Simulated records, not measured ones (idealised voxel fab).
Documented hereafter: the process module known as voxel self aligned vias.
The cross-section on display is named cut; it measures 260 nm wide, and its cells are 5 nm squares.
We lay out every cross-section as a grid of square cells and spell it out in bands from the top down, where one band means one or more rows of cells. Band: top and bottom heights (nm) first, top before bottom; then materials from left to right, widths in nm. "everywhere" marks a sole material filling the band edge to edge. "air" denotes empty space. Measure heights from 0. That's the level where, below it, the as-received wafer is all one material. The lowest band is bottomless and extends downward; write it as in "0 nm and below". You'd read "30..40" like this: the band's top row of cells is as wide as the first number, its bottom row is as wide as the second, and going down, every row changes width by the same amount as the row before did. Step note "remained unchanged" = no cross-section cell changed. Each empty space that has no open way to the top and spans at least 8 cells appears under "Enclosed void inventory" as width x height at distance, the distance counted from the left edge, all in nm. Anything after a step's settings on that line? It's the simulator's own note about the step. On any step carrying a mask, the "overlay nm" setting, if present on the step's line, tells how far right of its planned place the mask lay; negative values point to the left.

## The process steps that were planned are listed below
step 1: RECEIVE, material Si
step 2: CONFORMAL_DEP, material SiO2, thk nm 15
step 3: CONFORMAL_DEP, material SiCN, thk nm 5
step 4: DIRECTIONAL_DEP, material SiO2, thk nm 30
step 5: PATTERN, tone open, mask id LINES, material resist, width nm 30, pitch nm 60, thk nm 20, overlay nm 0
step 6: DIRECTIONAL_ETCH, etch materials SiO2, depth nm 30
step 7: STRIP, etch materials resist
step 8: CONFORMAL_DEP, material TiN, thk nm 5
step 9: FILL_DEP, material Ru, thk nm 10
step 10: CMP, height nm 50
step 11: SELECTIVE_ETCH, etch materials W Ru TiN, depth nm 5
step 12: FILL_DEP, material SiN, thk nm 10
step 13: CMP, height nm 50
step 14: DIRECTIONAL_DEP, material SiO2, thk nm 15
step 15: MASKED_ETCH, tone open, mask id VIAS, width nm 40, pitch nm 60, etch materials SiO2, depth nm 15, overlay nm 0
step 16: MASKED_ETCH, tone open, mask id VIAS, width nm 40, pitch nm 60, etch materials SiN, depth nm 5, overlay nm 0
step 17: CONFORMAL_DEP, material TiN, thk nm 5
step 18: FILL_DEP, material W, thk nm 10
step 19: CMP, height nm 65
step 20: CONFORMAL_DEP, material SiCN, thk nm 5

## Wafer cross-section on receipt, i.e. after step 1
> 0 nm and below: Si everywhere
> Enclosed void inventory: none

## Wafer cross-section at module end: first of two, run to plan
> 70 nm to 65 nm: SiCN everywhere
> 65 nm to 55 nm: 50 of SiO2, 5 of TiN, 30 of W, 5 of TiN, 20 of SiO2, 5 of TiN, 30 of W, 5 of TiN, 20 of SiO2, 5 of TiN, 30 of W, 5 of TiN, 50 of SiO2
> 55 nm to 50 nm: 50 of SiO2, 10 of TiN, 20 of W, 10 of TiN, 20 of SiO2, 10 of TiN, 20 of W, 10 of TiN, 20 of SiO2, 10 of TiN, 20 of W, 10 of TiN, 50 of SiO2
> 50 nm to 45 nm: 55 of SiO2, 30 of TiN, 30 of SiO2, 30 of TiN, 30 of SiO2, 30 of TiN, 55 of SiO2
> 45 nm to 25 nm: 55 of SiO2, 5 of TiN, 20 of Ru, 5 of TiN, 30 of SiO2, 5 of TiN, 20 of Ru, 5 of TiN, 30 of SiO2, 5 of TiN, 20 of Ru, 5 of TiN, 55 of SiO2
> 25 nm to 20 nm: 55 of SiO2, 30 of TiN, 30 of SiO2, 30 of TiN, 30 of SiO2, 30 of TiN, 55 of SiO2
> 20 nm to 15 nm: SiCN everywhere
> 15 nm to 0 nm: SiO2 everywhere
> 0 nm and below: Si everywhere
> Enclosed void inventory: none

## Here is the second of the two wafers cut open at the end of the module - same start, same plan as the first one, but we made one mistake running it
> 70 nm to 65 nm: SiCN everywhere
> 65 nm to 55 nm: 50 of SiO2, 5 of TiN, 30 of W, 5 of TiN, 20 of SiO2, 5 of TiN, 30 of W, 5 of TiN, 20 of SiO2, 5 of TiN, 30 of W, 5 of TiN, 50 of SiO2
> 55 nm to 50 nm: 50 of SiO2, 10 of TiN, 20 of W, 10 of TiN, 20 of SiO2, 10 of TiN, 20 of W, 10 of TiN, 20 of SiO2, 10 of TiN, 20 of W, 10 of TiN, 50 of SiO2
> 50 nm to 45 nm: 55 of SiO2, 30 of TiN, 30 of SiO2, 30 of TiN, 30 of SiO2, 30 of TiN, 55 of SiO2
> 45 nm to 40 nm: 55 of SiO2, 5 of TiN, 20 of Ru, 5 of TiN, 30 of SiO2, 5 of TiN, 20 of Ru, 5 of TiN, 30 of SiO2, 5 of TiN, 20 of Ru, 5 of TiN, 55 of SiO2
> 40 nm to 35 nm: 55 of SiO2, 30 of TiN, 30 of SiO2, 30 of TiN, 30 of SiO2, 30 of TiN, 55 of SiO2
> 35 nm to 30 nm: SiCN everywhere
> 30 nm to 0 nm: SiO2 everywhere
> 0 nm and below: Si everywhere
> Enclosed void inventory: none
Diagnosis: twice, step 2 of the plan was run
At the finish, the second wafer shows more or fewer cells for some materials than the first does: Ru: 36 fewer | SiO2: 54 more | TiN: 18 fewer
